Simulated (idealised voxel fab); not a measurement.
Module name: voxel capacitor over wiring (process module)
Square cell edge 5 nm, section width 210 nm, ID cut.
A cross-section is written here as square cells arranged in a grid, and it is given in bands from the top down, each band taking up one or more rows of cells. Top, bottom (nm), then materials left to right with widths (nm); lone material tagged "edge to edge" fills the whole band edge to edge; "empty" = empty space. Heights from 0 (as-received wafer is one material below). Bottom band endless downward, as "0 and below". With a width like "30 to 40", each row of cells in the band differs from the next by the same amount, the top row carrying the first number and the bottom row the second. You'll sometimes find "identical to before" written for a step, and that's the way of saying that nowhere in the cross-section did a cell change during that step. This entry, "Sealed internal voids", enumerates those empty regions of no fewer than 8 cells that possess no open connection to the top. Each region is reported in the form width x height at distance, the distance being taken from the left edge, with all three quantities expressed in nm. Step line, after settings: the simulator's comment on this step. overlay nm: mask offset rightward from planned place, masked step; negative means leftward offset.
**List of planned process steps**
1,RECEIVE with material Si
2,CONFORMAL_DEP with material SiO2, thk nm 15
3,CONFORMAL_DEP with material SiN, thk nm 5
4,DIRECTIONAL_DEP with material SiO2, thk nm 25
5,PATTERN with tone open, mask id METAL_1, material resist, width nm 30, pitch nm 95, thk nm 20, overlay nm 0
6,DIRECTIONAL_ETCH with etch materials SiO2, depth nm 25
7,DIRECTIONAL_ETCH with etch materials SiN, depth nm 5
8,STRIP with etch materials resist
9,CONFORMAL_DEP with material TiN, thk nm 5
10,FILL_DEP with material Cu, thk nm 10
11,CMP with height nm 45
12,EPI with material Ru, thk nm 5
13,FILL_DEP with material SiCN, thk nm 5
14,DIRECTIONAL_DEP with material lowk, thk nm 15
15,PATTERN with tone open, mask id PLUG_1, material resist, width nm 15, thk nm 15, overlay nm 0
16,DIRECTIONAL_ETCH with etch materials lowk, depth nm 15
17,DIRECTIONAL_ETCH with etch materials SiCN, depth nm 5
18,STRIP with etch materials resist
19,CONFORMAL_DEP with material TiN, thk nm 5
20,FILL_DEP with material Cu, thk nm 10
21,CMP with height nm 70
22,DIRECTIONAL_DEP with material TiN, thk nm 10
23,DIRECTIONAL_DEP with material Al2O3, thk nm 5
24,DIRECTIONAL_DEP with material TiN, thk nm 10
25,MASKED_ETCH with tone cover, mask id UPPER_PLATE, width nm 70, etch materials TiN, depth nm 10, overlay nm 0
26,MASKED_ETCH with tone cover, mask id UPPER_PLATE, width nm 70, etch materials Al2O3, depth nm 5, overlay nm 0
27,DIRECTIONAL_DEP with material aC, thk nm 15
28,PATTERN with tone cover, mask id LOWER_PLATE, material resist, width nm 80, thk nm 30, overlay nm 0
29,DIRECTIONAL_ETCH with etch materials aC, depth nm 15
30,STRIP with etch materials resist
31,DIRECTIONAL_ETCH with etch materials TiN, depth nm 10
32,STRIP with etch materials aC
33,FILL_DEP with material SiO2, thk nm 20
34,CMP with height nm 110
35,MASKED_ETCH with tone open, mask id PLUG_2, width nm 15, etch materials SiO2, depth nm 15, overlay nm 0
36,CONFORMAL_DEP with material TiN, thk nm 5
37,FILL_DEP with material Cu, thk nm 10
38,CMP with height nm 110
39,CONFORMAL_DEP with material SiCN, thk nm 5
Wafer-to-wafer difference: width nm, step 35. Common start. Plan = first wafer's value.
**The first of several wafers, as received after step 1, seen in section**
    0 and below: Si edge to edge
    Sealed internal voids: none
**Table: wafers, a row each; end-of-module cell change per material since receipt, gain (+), loss (-); then closed voids**
width nm 15; +14 Al2O3; +45 Cu; +16 Ru; +107 SiCN; +30 SiN; +529 SiO2; +108 TiN; +117 lowk; Sealed internal voids: none
width nm 20; +14 Al2O3; +47 Cu; +16 Ru; +107 SiCN; +30 SiN; +526 SiO2; +109 TiN; +117 lowk; Sealed internal voids: none
width nm 25; +14 Al2O3; +49 Cu; +16 Ru; +107 SiCN; +30 SiN; +523 SiO2; +110 TiN; +117 lowk; Sealed internal voids: none
width nm 30; +14 Al2O3; +51 Cu; +16 Ru; +107 SiCN; +30 SiN; +520 SiO2; +111 TiN; +117 lowk; Sealed internal voids: none
